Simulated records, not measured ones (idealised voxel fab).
Presented below is a process module, voxel tone inversion.
The width of the displayed cross-section, cut, is 275 nm; its cells are square, with a size of 5 nm.
Throughout this document, each cross-section is represented as a grid of square cells and is presented as a sequence of bands enumerated from the top downward, where a band comprises one or more rows of cells.
First you get the band's top height and its bottom height, in nm, and then the materials it's made of, left to right, with each width in nm. If you see a single material with "all across", that one covers the band edge to edge. "air" is empty space.
Basically, 0 is our baseline, since under it the wafer straight out of the box is all one material. The bottom band has no lower end and keeps on going down, so it looks like "top 0, no bottom".
So if you see something like "30 to 40" for the width, read it as the top row of the band sitting at the first number and the bottom row at the second, with every row in between moving by the same amount as the last.
It should be understood that the words "nothing was modified", when stated for a given step, signify that the cross-section underwent no change in any of its cells during that step.
Under "Unvented voids" you'll find the enclosed gaps, the ones with no way out to the top, that are 8 cells or bigger; each reads width x height at distance, with distance counted from the left edge, everything in nm.
Past the settings on a step's line: simulator remark, on that step.
Among the settings permitted on a step's line is "overlay nm"; applied to a step with a mask, it specifies the extent to which the mask lay to the right of its planned position, whereas a negative figure signifies a position to the left.
Planned step list for the process:
1: RECEIVE | material Si
2: CONFORMAL_DEP | material SiN | thk nm 10
3: DIRECTIONAL_DEP | material polySi | thk nm 20
4: PATTERN | tone cover | mask id POSTS | material resist | width nm 25 | pitch nm 40 | thk nm 30 | overlay nm 0
5: DIRECTIONAL_ETCH | etch materials polySi | depth nm 20
6: STRIP | etch materials resist
7: FILL_DEP | material lowk | thk nm 5
8: CMP | height nm 30
9: STRIP | etch materials polySi
10: CONFORMAL_DEP | material TiN | thk nm 5
11: FILL_DEP | material Ru | thk nm 10
12: CMP | height nm 30
13: CONFORMAL_DEP | material SiN | thk nm 5
as received, after step 1:
	top 0, no bottom  Si all across
	Unvented voids: none
As-planned run: cross-section of the first of two wafers at end of module:
	top 35, bottom 30  SiN all across
	top 30, bottom 15  lowk 65, TiN 5, Ru 15, TiN 5, lowk 15, TiN 5, Ru 15, TiN 5, lowk 15, TiN 5, Ru 15, TiN 5, lowk 15, TiN 5, Ru 15, TiN 5, lowk 65
	top 15, bottom 10  lowk 65, TiN 25, lowk 15, TiN 25, lowk 15, TiN 25, lowk 15, TiN 25, lowk 65
	top 10, bottom 0  SiN all across
	top 0, no bottom  Si all across
	Unvented voids: none
Cross-sectional view: second of two wafers, end of module; start and plan identical to the first, one mistake in running:
	top 50, bottom 45  SiN all across
	top 45, bottom 35  Ru all across
	top 35, bottom 30  TiN 70, Ru 15, TiN 25, Ru 15, TiN 25, Ru 15, TiN 25, Ru 15, TiN 70
	top 30, bottom 15  lowk 65, TiN 5, Ru 15, TiN 5, lowk 15, TiN 5, Ru 15, TiN 5, lowk 15, TiN 5, Ru 15, TiN 5, lowk 15, TiN 5, Ru 15, TiN 5, lowk 65
	top 15, bottom 10  lowk 65, TiN 25, lowk 15, TiN 25, lowk 15, TiN 25, lowk 15, TiN 25, lowk 65
	top 10, bottom 0  SiN all across
	top 0, no bottom  Si all across
	Unvented voids: none
Diagnosis: step 12 of the plan never got run, it was skipped over
Counted in cells at the end, the second wafer holds more or fewer of these materials than the first: 122 more of Ru | 43 more of TiN
